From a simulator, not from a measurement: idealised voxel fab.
The name of this process module is voxel trench capacitor.
Displayed cross-section: cut, width of 255 nm, square cells sized 5 nm.
Each cross-section below is a grid of square cells, stated as bands in top-down order, with one or more rows of cells making up each band.
Basically the band line says how high the top is and how high the bottom is, in nm, and then what's in it from left to right, every material with its width in nm. Empty space shows up as "empty", and if a single material carries "everywhere" it runs the full band edge to edge.
The reference from which all heights are counted is 0, the level beneath which the as-received wafer is entirely one material; the lowest band, having no lower bound, proceeds downward and is written after the example "from 0 down".
With a width like "30..40", each row of cells in the band differs from the next by the same amount, the top row carrying the first number and the bottom row the second.
When a step is marked "no alterations made", none of the cells in the cross-section changed during that step.
Each empty space that has no open way to the top and spans at least 8 cells appears under "Non-vented voids" as width x height at distance, the distance counted from the left edge, all in nm.
On a step's line, text after the settings is the simulator commenting on that step.
You can add "overlay nm" to a step's line. For a step with a mask, it describes how far the mask lay to the right of its planned position, and a negative number describes a lay to the left.
## The following list gives the planned process steps
1. RECEIVE | material Si
2. CONFORMAL_DEP | material SiN | thk nm 10
3. MASKED_ETCH | tone open | mask id TRENCH | width nm 25 | pitch nm 50 | etch materials SiN | depth nm 10 | overlay nm 0
4. MASKED_ETCH | tone open | mask id TRENCH | width nm 25 | pitch nm 50 | etch materials Si | depth nm 40 | overlay nm 0
5. CONFORMAL_DEP | material Al2O3 | thk nm 5
6. CONFORMAL_DEP | material TiN | thk nm 5
7. FILL_DEP | material W | thk nm 5
8. CMP | height nm 10
## Cross-section of the wafer upon arrival, representing the state reached after step 1
  from 0 down  Si everywhere
  Non-vented voids: none
## End-of-module cross-section of the first of two wafers, processed as planned
  from 10 to 0  90 nm SiN, then 5 nm Al2O3, then 5 nm TiN, then 5 nm W, then 5 nm TiN, then 5 nm Al2O3, then 25 nm SiN, then 5 nm Al2O3, then 5 nm TiN, then 5 nm W, then 5 nm TiN, then 5 nm Al2O3, then 90 nm SiN
  from 0 to -30  90 nm Si, then 5 nm Al2O3, then 5 nm TiN, then 5 nm W, then 5 nm TiN, then 5 nm Al2O3, then 25 nm Si, then 5 nm Al2O3, then 5 nm TiN, then 5 nm W, then 5 nm TiN, then 5 nm Al2O3, then 90 nm Si
  from -30 to -35  90 nm Si, then 5 nm Al2O3, then 15 nm TiN, then 5 nm Al2O3, then 25 nm Si, then 5 nm Al2O3, then 15 nm TiN, then 5 nm Al2O3, then 90 nm Si
  from -35 to -40  90 nm Si, then 25 nm Al2O3, then 25 nm Si, then 25 nm Al2O3, then 90 nm Si
  from -40 down  Si everywhere
  Non-vented voids: none
## Second wafer cross-section at end of module - shared start and plan with the first, one mistake in the run
  from 25 to 20  W everywhere
  from 20 to 15  100 nm TiN, then 5 nm W, then 45 nm TiN, then 5 nm W, then 100 nm TiN
  from 15 to 10  95 nm Al2O3, then 5 nm TiN, then 5 nm W, then 5 nm TiN, then 35 nm Al2O3, then 5 nm TiN, then 5 nm W, then 5 nm TiN, then 95 nm Al2O3
  from 10 to 0  90 nm SiN, then 5 nm Al2O3, then 5 nm TiN, then 5 nm W, then 5 nm TiN, then 5 nm Al2O3, then 25 nm SiN, then 5 nm Al2O3, then 5 nm TiN, then 5 nm W, then 5 nm TiN, then 5 nm Al2O3, then 90 nm SiN
  from 0 to -30  90 nm Si, then 5 nm Al2O3, then 5 nm TiN, then 5 nm W, then 5 nm TiN, then 5 nm Al2O3, then 25 nm Si, then 5 nm Al2O3, then 5 nm TiN, then 5 nm W, then 5 nm TiN, then 5 nm Al2O3, then 90 nm Si
  from -30 to -35  90 nm Si, then 5 nm Al2O3, then 15 nm TiN, then 5 nm Al2O3, then 25 nm Si, then 5 nm Al2O3, then 15 nm TiN, then 5 nm Al2O3, then 90 nm Si
  from -35 to -40  90 nm Si, then 25 nm Al2O3, then 25 nm Si, then 25 nm Al2O3, then 90 nm Si
  from -40 down  Si everywhere
  Non-vented voids: none
What was the processing mistake? it should be noted that step 8 of the plan was omitted and was not performed
Final difference in cells, second wafer against first, listed per material as more or fewer: Al2O3: 45 more, TiN: 53 more, W: 55 more
